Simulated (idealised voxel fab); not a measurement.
Herein follows the process module entitled voxel ribs on slabs.
Cross-section cut: width 285 nm, square cells of 5 nm.
How to read a cross-section here: the picture is a grid of square cells, written as bands going from the top down, and any band can span one or more rows of cells.
This entry defines a band. It first specifies the height of the band's top and the height of its bottom in nm, and then specifies the band's materials from left to right, stating each material with its width in nm. The word "all across" identifies a single material that fills the band from edge to edge, while the word "blank" identifies empty space.
Convention: height 0 is the level below which the wafer, as received, is all one material. The lowest band does not terminate at the bottom but continues downward, represented as "0..down".
Quick explanation for "30 to 40": the width changes in equal steps down the rows of cells, from the first number in the band's top row to the second number in its bottom row.
Where a step carries "remained unchanged", the cross-section came out of it unchanged, cell for cell.
This entry, "Closed void roster", enumerates those empty regions of no fewer than 8 cells that possess no open connection to the top. Each region is reported in the form width x height at distance, the distance being taken from the left edge, with all three quantities expressed in nm.
Heads up: the bit after the settings on a step's line is the simulator's remark on that step.
When a step includes a mask, the "overlay nm" setting on its line states how far to the right of its planned place that mask lay, and negative values state how far to the left.
Steps in the process plan:
1. RECEIVE, material Si
2. DIRECTIONAL_DEP, material SiO2, thk nm 30
3. DIRECTIONAL_DEP, material SiN, thk nm 20
4. DIRECTIONAL_DEP, material aC, thk nm 15
5. PATTERN, tone cover, mask id RIB, material resist, width nm 30, thk nm 30, overlay nm -15
6. DIRECTIONAL_ETCH, etch materials aC, depth nm 15
7. STRIP, etch materials resist
8. DIRECTIONAL_ETCH, etch materials SiN, depth nm 5
9. STRIP, etch materials aC
10. DIRECTIONAL_DEP, material aC, thk nm 15
11. PATTERN, tone cover, mask id SLAB, material resist, width nm 60, thk nm 35, overlay nm 0
12. DIRECTIONAL_ETCH, etch materials aC, depth nm 15
13. STRIP, etch materials resist
14. DIRECTIONAL_ETCH, etch materials SiN, depth nm 15
15. STRIP, etch materials aC
16. FILL_DEP, material SiO2, thk nm 25
17. CMP, height nm 65
18. DIRECTIONAL_DEP, material W, thk nm 10
19. PATTERN, tone cover, mask id HEATER, material resist, width nm 40, thk nm 20, overlay nm 0
20. DIRECTIONAL_ETCH, etch materials W, depth nm 10
21. STRIP, etch materials resist
22. CONFORMAL_DEP, material SiN, thk nm 10
Don't read the plan's overlay nm for step 5 as applying to every wafer: that's the first wafer's value, and the wafers differ in it, though they all start identical.
The first of several wafers, as received after step 1, seen in section:
  0..down = Si all across
  Closed void roster: none
End of module, by wafer: material-by-material cell gain (+) or loss (-) since receipt, then closed voids:
overlay nm -15; +164 SiN; +699 SiO2; +16 W; Closed void roster: none
overlay nm -10; +164 SiN; +699 SiO2; +16 W; Closed void roster: none
overlay nm -5; +164 SiN; +699 SiO2; +16 W; Closed void roster: none
overlay nm 0; +164 SiN; +699 SiO2; +16 W; Closed void roster: none
overlay nm 5; +164 SiN; +699 SiO2; +16 W; Closed void roster: none
overlay nm 10; +164 SiN; +699 SiO2; +16 W; Closed void roster: none
overlay nm 15; +164 SiN; +699 SiO2; +16 W; Closed void roster: none
